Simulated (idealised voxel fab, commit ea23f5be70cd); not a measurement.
The name of this process module is voxel double patterning.
The cross-section on display is named cut; it measures 170 nm wide, and its cells are 5 nm squares.
A cross-section is a grid of square cells, given in bands from the top down. A band is one or more rows of cells. It is stipulated that each band's entry specify, in nanometres, the height of the top of the band and then that of its bottom, followed by the materials of the band in left-to-right sequence, each together with its width in nanometres. A single material marked by the word "all across" is understood to fill the band from edge to edge; the word "empty" is understood to denote empty space. Zero point of the height axis is 0; under it, received wafer = one material. Lowest band: continues down indefinitely, "z 0 and below". Quick explanation for "30..40": the width changes in equal steps down the rows of cells, from the first number in the band's top row to the second number in its bottom row. "nothing got changed", as given for a step, is the statement that not any cell of the cross-section underwent a change during that step. So "Fully sealed cavities" is basically the list of trapped voids: any empty space of 8 cells or more that can't reach the top through an opening. They're written width x height at distance, the distance being from the left edge, and it's all nm. Formally, on a step line, whatever follows the settings is a remark that the simulator itself makes on the step. overlay nm: where the mask lay relative to plan, measured to the right, on steps with a mask; negatives go left.
The planned process steps are enumerated hereunder
1) RECEIVE (material Si)
2) CONFORMAL_DEP (material SiN; thk nm 10)
3) DIRECTIONAL_DEP (material SiO2; thk nm 10)
4) DIRECTIONAL_DEP (material SiCN; thk nm 5)
5) DIRECTIONAL_DEP (material aC; thk nm 15)
6) PATTERN (tone open; mask id FIRST; material resist; width nm 15; pitch nm 50; thk nm 30; overlay nm 0)
7) DIRECTIONAL_ETCH (etch materials aC; depth nm 15)
8) STRIP (etch materials resist)
9) DIRECTIONAL_ETCH (etch materials SiCN; depth nm 5)
10) STRIP (etch materials aC)
11) DIRECTIONAL_DEP (material aC; thk nm 15)
12) PATTERN (tone open; mask id SECOND; material resist; width nm 15; pitch nm 50; thk nm 30; overlay nm 0)
13) DIRECTIONAL_ETCH (etch materials aC; depth nm 15)
14) STRIP (etch materials resist)
15) DIRECTIONAL_ETCH (etch materials SiCN; depth nm 5)
16) STRIP (etch materials aC)
17) DIRECTIONAL_ETCH (etch materials SiO2; depth nm 10)
18) STRIP (etch materials SiCN)
Be aware that, although all wafers share a common starting state, the width nm at step 12 differs among them, and the plan displays the first wafer's value.
Cross-section of the first of several received wafers, showing its state after step 1
	z 0 and below | Si all across
	Fully sealed cavities: none
Cross-section of the first of several wafers once the module has run through its last step, step 18
	z 20 to 10 | SiO2 (25); empty (15); SiO2 (10); empty (15); SiO2 (10); empty (15); SiO2 (10); empty (15); SiO2 (10); empty (15); SiO2 (30)
	z 10 to 0 | SiN all across
	z 0 and below | Si all across
	Fully sealed cavities: none
A cross-section through the last wafer at the close of the module
	z 20 to 10 | SiO2 (25); empty (15); SiO2 (5); empty (45); SiO2 (5); empty (45); SiO2 (30)
	z 10 to 0 | SiN all across
	z 0 and below | Si all across
	Fully sealed cavities: none
So in this table every wafer gets its own row, and what you see is where it stands at the end of the module: for each material, how many cells it picked up (+) or gave up (-) since we received it, and after that its closed voids
width nm 15 | +68 SiN | +38 SiO2 | Fully sealed cavities: none
width nm 20 | +68 SiN | +34 SiO2 | Fully sealed cavities: none
width nm 25 | +68 SiN | +30 SiO2 | Fully sealed cavities: none
width nm 30 | +68 SiN | +26 SiO2 | Fully sealed cavities: none
